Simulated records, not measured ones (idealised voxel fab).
process module | voxel plated lines
cross-section cut | 290 nm wide | cells 5 nm
A cross-section is a grid of square cells, given in bands from the top down. A band is one or more rows of cells.
Each band's line starts with the height of the band's top and of its bottom, in nm. Then come its materials from left to right, each with its width in nm. One material with "throughout" fills the band from edge to edge. "air" is empty space.
Height 0 is the level under which the wafer as received is all one material. The lowest band goes on downwards, as in "0 down".
A width such as "30 to 40" changes by the same amount from each row of cells to the next, from the band's top row to its bottom row.
"no change" after a step means that no cell of the cross-section changed.
closed voids: empty space of 8 cells or more with no open way to the top, each as width x height at its distance from the left edge, in nm
after a step's settings: what the simulator itself notes on the step
overlay nm, on a step with a mask: how far to the right of its planned place the mask lay; to the left if negative
plan
1 op RECEIVE | material Si
2 op CONFORMAL_DEP | material Al2O3 | thk nm 10
3 op DIRECTIONAL_DEP | material TiN | thk nm 5
4 op PATTERN | tone open | mask id LINES | material resist | width nm 30 | pitch nm 60 | thk nm 40 | overlay nm 0
5 op EPI | material Ru | thk nm 5
6 op EPI | material Ru | thk nm 5
7 op EPI | material Ru | thk nm 5
8 op STRIP | etch materials resist
9 op DIRECTIONAL_ETCH | etch materials TiN | depth nm 5
10 op CONFORMAL_DEP | material SiO2 | thk nm 5
as received, after step 1
  0 down: Si throughout
  closed voids: none
first wafer at the end, as planned
  35 to 30: air 95 | SiO2 40 | air 20 | SiO2 40 | air 95
  30 to 15: air 95 | SiO2 5 | Ru 30 | SiO2 5 | air 20 | SiO2 5 | Ru 30 | SiO2 5 | air 95
  15 to 10: SiO2 100 | TiN 30 | SiO2 30 | TiN 30 | SiO2 100
  10 to 0: Al2O3 throughout
  0 down: Si throughout
  closed voids: none
second wafer at the end: like start, like plan, one mistake
  35 to 30: air 90 | SiO2 50 | air 10 | SiO2 50 | air 90
  30 to 15: air 90 | SiO2 5 | Ru 40 | SiO2 5 | air 10 | SiO2 5 | Ru 40 | SiO2 5 | air 90
  15 to 10: SiO2 95 | TiN 40 | SiO2 20 | TiN 40 | SiO2 95
  10 to 0: Al2O3 throughout
  0 down: Si throughout
  closed voids: none
what went wrong: step 4 ran as: op PATTERN | tone open | mask id LINES | material resist | width nm 40 | pitch nm 60 | thk nm 40 | overlay nm 0
at the end the second wafer has, in cells: 12 more of Ru | 4 more of TiN
